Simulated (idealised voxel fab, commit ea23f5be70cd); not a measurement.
process module | voxel tone inversion
cross-section cut | 295 nm wide | cells 5 nm
A cross-section is a grid of square cells, given in bands from the top down. A band is one or more rows of cells.
Each band's line starts with the height of the band's top and of its bottom, in nm. Then come its materials from left to right, each with its width in nm. One material with "throughout" fills the band from edge to edge. "air" is empty space.
Height 0 is the level under which the wafer as received is all one material. The lowest band goes on downwards, as in "0 down".
A width such as "30 to 40" changes by the same amount from each row of cells to the next, from the band's top row to its bottom row.
"no change" after a step means that no cell of the cross-section changed.
closed voids: empty space of 8 cells or more with no open way to the top, each as width x height at its distance from the left edge, in nm
after a step's settings: what the simulator itself notes on the step
overlay nm, on a step with a mask: how far to the right of its planned place the mask lay; to the left if negative
plan
1 op RECEIVE | material Si
2 op CONFORMAL_DEP | material SiN | thk nm 10
3 op DIRECTIONAL_DEP | material polySi | thk nm 20
4 op PATTERN | tone cover | mask id POSTS | material resist | width nm 20 | pitch nm 50 | thk nm 30 | overlay nm 0
5 op DIRECTIONAL_ETCH | etch materials polySi | depth nm 20
6 op STRIP | etch materials resist
7 op FILL_DEP | material lowk | thk nm 10
8 op CMP | height nm 30
9 op STRIP | etch materials polySi
10 op CONFORMAL_DEP | material TiN | thk nm 5
11 op FILL_DEP | material Ru | thk nm 5
12 op CMP | height nm 30
13 op CONFORMAL_DEP | material SiCN | thk nm 5
as received, after step 1
  0 down: Si throughout
  closed voids: none
a wafer at the end: this start, this plan, one mistake
  35 to 30: SiCN throughout
  30 to 25: lowk throughout
  25 to 5: lowk 110 | polySi 20 | lowk 30 | polySi 20 | lowk 115
  5 to 0: SiN throughout
  0 down: Si throughout
  closed voids: none
what went wrong: step 2 ran as: op CONFORMAL_DEP | material SiN | thk nm 5
